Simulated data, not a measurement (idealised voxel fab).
Documented hereafter: the process module known as voxel released beams.
We display cut, a cross-section 220 nm in width whose square cells are each 5 nm.
We lay out every cross-section as a grid of square cells and spell it out in bands from the top down, where one band means one or more rows of cells. In this notation a band is specified by the heights of its top and bottom, in that order and in nm, after which its materials appear from left to right, each paired with its width in nm. The word "edge to edge" attached to a single material means that material fills the band from edge to edge; the word "empty" stands for empty space. A quick word on heights: they are counted from 0, and under that level the wafer as it came to us is one material throughout. The lowest band is different from the rest in having no bottom; it simply continues downward, written as in "z 0 and below". When a width is written as two numbers, as in "30 to 40", the first number is the width in the top row of cells of the band and the second is the width in its bottom row, and the width changes by the same amount from each row to the next. No cell of the cross-section changed in a step that is given as "nothing got changed". Look at "Entrapped void list" for the closed voids: empty spaces with no open path to the top, sized 8 cells or up. Each is width x height at distance, distance from the left edge, all nm. The remark found on a step's line after its settings is issued by the simulator itself and pertains to that step. overlay nm: for a step with a mask, the amount by which the mask lay right of where it was planned; a negative amount means left of it.

SO HERE'S THE LINEUP OF PROCESS STEPS WE PLANNED
1 RECEIVE: material Si
2 CONFORMAL_DEP: material SiN, thk nm 5
3 DIRECTIONAL_DEP: material SiO2, thk nm 15
4 PATTERN: tone open, mask id ANCHOR, material resist, width nm 35, thk nm 20, overlay nm 0
5 DIRECTIONAL_ETCH: etch materials SiO2, depth nm 15
6 STRIP: etch materials resist
7 CONFORMAL_DEP: material TiN, thk nm 10
8 MASKED_ETCH: tone cover, mask id BEAM, width nm 105, etch materials TiN, depth nm 10, overlay nm -15
9 STRIP: etch materials SiO2
The plan's step 8 overlay nm is the first wafer's value; the wafers differ in this setting and start identical.

STEP 1 COMPLETE: AS-RECEIVED CROSS-SECTION OF THE FIRST OF SEVERAL WAFERS
	z 0 and below: Si edge to edge
	Entrapped void list: none

HERE'S THE FIRST OF SEVERAL WAFERS IN CROSS-SECTION, END OF THE MODULE, AFTER THE LAST STEP, STEP 9
	z 30 to 20: empty 40  TiN 30  empty 15  TiN 60  empty 75
	z 20 to 15: empty 60  TiN 10  empty 15  TiN 10  empty 125
	z 15 to 5: empty 60  TiN 35  empty 125
	z 5 to 0: SiN edge to edge
	z 0 and below: Si edge to edge
	Entrapped void list: none

LAST-WAFER CROSS-SECTION AT THE END OF THE MODULE
	z 30 to 20: empty 85  TiN 90  empty 45
	z 20 to 15: empty 60  TiN 10  empty 15  TiN 10  empty 125
	z 15 to 5: empty 60  TiN 35  empty 125
	z 5 to 0: SiN edge to edge
	z 0 and below: Si edge to edge
	Entrapped void list: none

WHERE EACH WAFER STANDS AT THE END OF THE MODULE, A ROW APIECE: CELLS OF EACH MATERIAL GAINED (+) OR LOST (-) SINCE IT WAS RECEIVED, THEN CLOSED VOIDS
overlay nm -15; +44 SiN; +54 TiN; Entrapped void list: none
overlay nm -10; +44 SiN; +54 TiN; Entrapped void list: none
overlay nm -5; +44 SiN; +54 TiN; Entrapped void list: none
overlay nm 0; +44 SiN; +54 TiN; Entrapped void list: none
overlay nm 5; +44 SiN; +54 TiN; Entrapped void list: none
overlay nm 10; +44 SiN; +54 TiN; Entrapped void list: none
overlay nm 15; +44 SiN; +54 TiN; Entrapped void list: none
